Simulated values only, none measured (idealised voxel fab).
voxel gate over fins: a process module
Cross-section cut: width 245 nm, square cells of 5 nm.
Cross-section format: a grid of square cells, given as bands from top to bottom; each band is one or more rows of cells.
Within each band entry, the heights of the top and of the bottom of the band appear first, in that order and in nm; the materials of the band then follow from left to right, each with its corresponding width in nm. The designation "everywhere" on a single material indicates that it fills the band from edge to edge; the designation "empty" indicates empty space.
We count height from 0. Below that, the starting wafer is all one material. The lowest band never ends at the bottom but goes on down; see "0 and below" for how that is written.
With a width like "30..40", each row of cells in the band differs from the next by the same amount, the top row carrying the first number and the bottom row the second.
Any step labelled "stayed the same" changed none of the cells in the cross-section.
The list in "Closed void roster" covers empty spaces of 8 cells or more that cannot reach the top through any open way, and it gives each as width x height at distance; the distance is from the left edge, and width, height and distance are in nm.
Step line, after settings: the simulator's comment on this step.
When a step includes a mask, the "overlay nm" setting on its line states how far to the right of its planned place that mask lay, and negative values state how far to the left.

THE FOLLOWING LIST GIVES THE PLANNED PROCESS STEPS
1) RECEIVE | material Si
2) CONFORMAL_DEP | material SiN | thk nm 10
3) DIRECTIONAL_DEP | material aC | thk nm 10
4) PATTERN | tone cover | mask id FINS | material resist | width nm 15 | pitch nm 55 | thk nm 30 | overlay nm 0
5) DIRECTIONAL_ETCH | etch materials aC | depth nm 10
6) STRIP | etch materials resist
7) DIRECTIONAL_ETCH | etch materials SiN | depth nm 10
8) DIRECTIONAL_ETCH | etch materials Si | depth nm 30
9) STRIP | etch materials aC
10) OXIDIZE | depth nm 5
11) FILL_DEP | material SiO2 | thk nm 10
12) CMP | height nm 10
13) PATTERN | tone open | mask id RAIL | material resist | width nm 15 | thk nm 15 | overlay nm 0
14) DIRECTIONAL_ETCH | etch materials SiO2 | depth nm 45
15) STRIP | etch materials resist
16) CONFORMAL_DEP | material TiN | thk nm 5
17) FILL_DEP | material Ru | thk nm 10
18) CMP | height nm 10
19) SELECTIVE_ETCH | etch materials W Ru TiN | depth nm 30
20) FILL_DEP | material SiO2 | thk nm 5
21) CMP | height nm 10
22) SELECTIVE_ETCH | etch materials SiO2 | depth nm 20
23) STRIP | etch materials SiN
24) CONFORMAL_DEP | material HfO2 | thk nm 5
25) CONFORMAL_DEP | material TiN | thk nm 5
26) FILL_DEP | material W | thk nm 15
27) CMP | height nm 20
28) CONFORMAL_DEP | material SiN | thk nm 5
Don't read the plan's depth nm for step 8 as applying to every wafer: that's the first wafer's value, and the wafers differ in it, though they all start identical.

CROSS-SECTION: THE FIRST OF SEVERAL WAFERS IN ITS AS-RECEIVED STATE, I.E. FOLLOWING STEP 1
0 and below  Si everywhere
Closed void roster: none

THE FOLLOWING TABLE CONTAINS A ROW PER WAFER, IN WHICH ARE REPORTED, AT THE CONCLUSION OF THE MODULE, THE CELLS OF EACH MATERIAL GAINED (+) OR LOST (-) SINCE THE WAFER'S RECEIPT, WITH ITS CLOSED VOIDS GIVEN THEREAFTER
depth nm 30; +57 HfO2; +2 Ru; -329 Si; +49 SiN; +226 SiO2; +64 TiN; +176 W; Closed void roster: none
depth nm 35; +57 HfO2; +2 Ru; -376 Si; +49 SiN; +273 SiO2; +64 TiN; +176 W; Closed void roster: none
depth nm 40; +57 HfO2; +2 Ru; -423 Si; +49 SiN; +320 SiO2; +64 TiN; +176 W; Closed void roster: none
depth nm 45; +57 HfO2; +2 Ru; -470 Si; +49 SiN; +367 SiO2; +64 TiN; +176 W; Closed void roster: none
depth nm 50; +57 HfO2; +2 Ru; -517 Si; +49 SiN; +414 SiO2; +64 TiN; +176 W; Closed void roster: none
depth nm 55; +57 HfO2; +2 Ru; -564 Si; +49 SiN; +461 SiO2; +64 TiN; +176 W; Closed void roster: none
